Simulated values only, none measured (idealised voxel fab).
Name of the process module below: voxel fin reveal
cross-section cut | 205 nm wide | cells 5 nm
A cross-section is written here as square cells arranged in a grid, and it is given in bands from the top down, each band taking up one or more rows of cells.
Heights first: top, then bottom, in nm. Then materials, left to right, each with a width in nm. "edge to edge" on a single material: fills the band edge to edge. "blank": empty space.
A quick word on heights: they are counted from 0, and under that level the wafer as it came to us is one material throughout. The lowest band is different from the rest in having no bottom; it simply continues downward, written as in "0 and below".
When a width is written as two numbers, as in "30->40", the first number is the width in the top row of cells of the band and the second is the width in its bottom row, and the width changes by the same amount from each row to the next.
Key: "no modification" - step with no changed cell in the cross-section.
What "Enclosed void list" gives you is every empty space of 8 cells or more that is cut off from the top. Each appears as width x height at distance, with the distance taken from the left edge and width, height and distance all in nm.
Note: text after step settings on the step line = simulator remark on that step.
If you see "overlay nm" on a step's line and that step has a mask, it's telling you how far right of where it was planned the mask ended up; a negative number means it went left instead.
SO HERE'S THE LINEUP OF PROCESS STEPS WE PLANNED
- 1: RECEIVE | material Si
- 2: CONFORMAL_DEP | material SiN | thk nm 5
- 3: MASKED_ETCH | tone cover | mask id FINS | width nm 15 | pitch nm 35 | etch materials SiN | depth nm 5 | overlay nm 0
- 4: MASKED_ETCH | tone cover | mask id FINS | width nm 15 | pitch nm 35 | etch materials Si | depth nm 30 | overlay nm 0
- 5: FILL_DEP | material SiO2 | thk nm 5
- 6: CMP | height nm 5
- 7: SELECTIVE_ETCH | etch materials SiO2 | depth nm 25
- 8: STRIP | etch materials SiN
- 9: CONFORMAL_DEP | material HfO2 | thk nm 5
FIRST OF TWO WAFERS, WITH THE RUN CARRIED OUT AS PLANNED
RECEIVED-STATE CROSS-SECTION, REFLECTING COMPLETION OF STEP 1
	0 and below  Si edge to edge
	Enclosed void list: none
ONCE STEP 2 IS THROUGH, THE WAFER LOOKS LIKE THIS IN CROSS-SECTION
	5 down to 0  SiN edge to edge
	At heights below 0, the structure remains unaltered.
ONCE STEP 3 IS THROUGH, THE WAFER LOOKS LIKE THIS IN CROSS-SECTION
	5 down to 0  75 of blank / 15 of SiN / 20 of blank / 15 of SiN / 80 of blank
	At heights below 0, the structure remains unaltered.
ONCE STEP 4 IS THROUGH, THE WAFER LOOKS LIKE THIS IN CROSS-SECTION
	5 down to 0  75 of blank / 15 of SiN / 20 of blank / 15 of SiN / 80 of blank
	0 down to -30  75 of blank / 15 of Si / 20 of blank / 15 of Si / 80 of blank
	At heights below -30, the structure remains unaltered.
ONCE STEP 5 IS THROUGH, THE WAFER LOOKS LIKE THIS IN CROSS-SECTION
	10 down to 5  SiO2 edge to edge
	5 down to 0  75 of SiO2 / 15 of SiN / 20 of SiO2 / 15 of SiN / 80 of SiO2
	0 down to -30  75 of SiO2 / 15 of Si / 20 of SiO2 / 15 of Si / 80 of SiO2
	At heights below -30, the structure remains unaltered.
ONCE STEP 6 IS THROUGH, THE WAFER LOOKS LIKE THIS IN CROSS-SECTION
	5 down to 0  75 of SiO2 / 15 of SiN / 20 of SiO2 / 15 of SiN / 80 of SiO2
	At heights below 0, the structure remains unaltered.
ONCE STEP 7 IS THROUGH, THE WAFER LOOKS LIKE THIS IN CROSS-SECTION
	5 down to 0  75 of blank / 15 of SiN / 20 of blank / 15 of SiN / 80 of blank
	0 down to -20  75 of blank / 15 of Si / 20 of blank / 15 of Si / 80 of blank
	At heights below -20, the structure remains unaltered.
ONCE STEP 8 IS THROUGH, THE WAFER LOOKS LIKE THIS IN CROSS-SECTION
	0 down to -20  75 of blank / 15 of Si / 20 of blank / 15 of Si / 80 of blank
	At heights below -20, the structure remains unaltered.
ONCE STEP 9 IS THROUGH, THE WAFER LOOKS LIKE THIS IN CROSS-SECTION
	5 down to 0  70 of blank / 25 of HfO2 / 10 of blank / 25 of HfO2 / 75 of blank
	0 down to -15  70 of blank / 5 of HfO2 / 15 of Si / 5 of HfO2 / 10 of blank / 5 of HfO2 / 15 of Si / 5 of HfO2 / 75 of blank
	-15 down to -20  75 of HfO2 / 15 of Si / 20 of HfO2 / 15 of Si / 80 of HfO2
	At heights below -20, the structure remains unaltered.
SECOND WAFER (IDENTICAL START AND PLAN, ONE PROCESSING ERROR; MATCHES FIRST WAFER THROUGH STEP 3)
AT THE PLANNED END OF STEP 4, THE SECOND WAFER IN CROSS-SECTION
	5 down to 0  75 of blank / 15 of SiN / 20 of blank / 15 of SiN / 80 of blank
	0 down to -60  75 of blank / 15 of Si / 20 of blank / 15 of Si / 80 of blank
	At heights below -60, the structure remains unaltered.
AT THE PLANNED END OF STEP 5, THE SECOND WAFER IN CROSS-SECTION
	10 down to 5  SiO2 edge to edge
	5 down to 0  75 of SiO2 / 15 of SiN / 20 of SiO2 / 15 of SiN / 80 of SiO2
	0 down to -60  75 of SiO2 / 15 of Si / 20 of SiO2 / 15 of Si / 80 of SiO2
	At heights below -60, the structure remains unaltered.
AT THE PLANNED END OF STEP 6, THE SECOND WAFER IN CROSS-SECTION
	5 down to 0  75 of SiO2 / 15 of SiN / 20 of SiO2 / 15 of SiN / 80 of SiO2
	At heights below 0, the structure remains unaltered.
AT THE PLANNED END OF STEP 7, THE SECOND WAFER IN CROSS-SECTION
	5 down to 0  75 of blank / 15 of SiN / 20 of blank / 15 of SiN / 80 of blank
	0 down to -20  75 of blank / 15 of Si / 20 of blank / 15 of Si / 80 of blank
	At heights below -20, the structure remains unaltered.
AT THE PLANNED END OF STEP 8, THE SECOND WAFER IN CROSS-SECTION
	0 down to -20  75 of blank / 15 of Si / 20 of blank / 15 of Si / 80 of blank
	At heights below -20, the structure remains unaltered.
AT THE PLANNED END OF STEP 9, THE SECOND WAFER IN CROSS-SECTION
	5 down to 0  70 of blank / 25 of HfO2 / 10 of blank / 25 of HfO2 / 75 of blank
	0 down to -15  70 of blank / 5 of HfO2 / 15 of Si / 5 of HfO2 / 10 of blank / 5 of HfO2 / 15 of Si / 5 of HfO2 / 75 of blank
	-15 down to -20  75 of HfO2 / 15 of Si / 20 of HfO2 / 15 of Si / 80 of HfO2
	At heights below -20, the structure remains unaltered.
Processing error: step 4 of the plan was carried out twice
Bottom line after processing is that, in cells, the second wafer is up or down on some materials versus the first: 210 fewer of Si | 210 more of SiO2
